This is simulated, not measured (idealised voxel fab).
A process module follows: voxel released beams.
270 nm wide, 5 nm square cells: that's cross-section cut.
Each cross-section below is a grid of square cells, stated as bands in top-down order, with one or more rows of cells making up each band. Look at the band entry: it leads with the top's height and the bottom's height in nm. Then it lists the materials left to right, with a width in nm for each. The word "full width" on a single material says that material fills the band edge to edge. The word "blank" is empty space. Heights are measured from 0, the level below which the as-received wafer is all one material; the lowest band has no bottom and continues downward, written as in "top 0, no bottom". A width such as "30..40" changes by the same amount from each row of cells to the next, from the band's top row to its bottom row. A step reported as "no modifications" is a step in which no cell of the cross-section changed. Basically, "Closed void listing" tells you about the enclosed voids: empty spaces with no open way to the top, 8 cells or bigger, each written width x height at distance, where distance is from the left edge, all in nm. Where a step's line continues beyond its settings, the continuation is a remark by the simulator itself on that step. overlay nm: for a step with a mask, the amount by which the mask lay right of where it was planned; a negative amount means left of it.
Intended process steps:
- 1: RECEIVE, material Si
- 2: CONFORMAL_DEP, material Al2O3, thk nm 5
- 3: DIRECTIONAL_DEP, material SiO2, thk nm 15
- 4: DIRECTIONAL_DEP, material aC, thk nm 10
- 5: PATTERN, tone open, mask id ANCHOR, material resist, width nm 35, thk nm 30, overlay nm 0
- 6: DIRECTIONAL_ETCH, etch materials aC, depth nm 10
- 7: STRIP, etch materials resist
- 8: DIRECTIONAL_ETCH, etch materials SiO2, depth nm 15
- 9: STRIP, etch materials aC
- 10: CONFORMAL_DEP, material SiN, thk nm 10
- 11: DIRECTIONAL_DEP, material aC, thk nm 10
- 12: PATTERN, tone cover, mask id BEAM, material resist, width nm 95, thk nm 25, overlay nm 0
- 13: DIRECTIONAL_ETCH, etch materials aC, depth nm 10
- 14: STRIP, etch materials resist
- 15: DIRECTIONAL_ETCH, etch materials SiN, depth nm 10
- 16: STRIP, etch materials aC
- 17: STRIP, etch materials SiO2
Same starting wafers, different width nm at step 12. Plan value belongs to the first wafer.
Step 1 complete: as-received cross-section of the first of several wafers:
    top 0, no bottom  Si full width
    Closed void listing: none
wafer rows; end of module; cells per material since receipt: (+) gained, (-) lost; then closed voids:
width nm 95 | +54 Al2O3 | +50 SiN | Closed void listing: none
width nm 100 | +54 Al2O3 | +52 SiN | Closed void listing: none
width nm 105 | +54 Al2O3 | +54 SiN | Closed void listing: none
width nm 110 | +54 Al2O3 | +56 SiN | Closed void listing: none
width nm 115 | +54 Al2O3 | +58 SiN | Closed void listing: none
width nm 120 | +54 Al2O3 | +60 SiN | Closed void listing: none
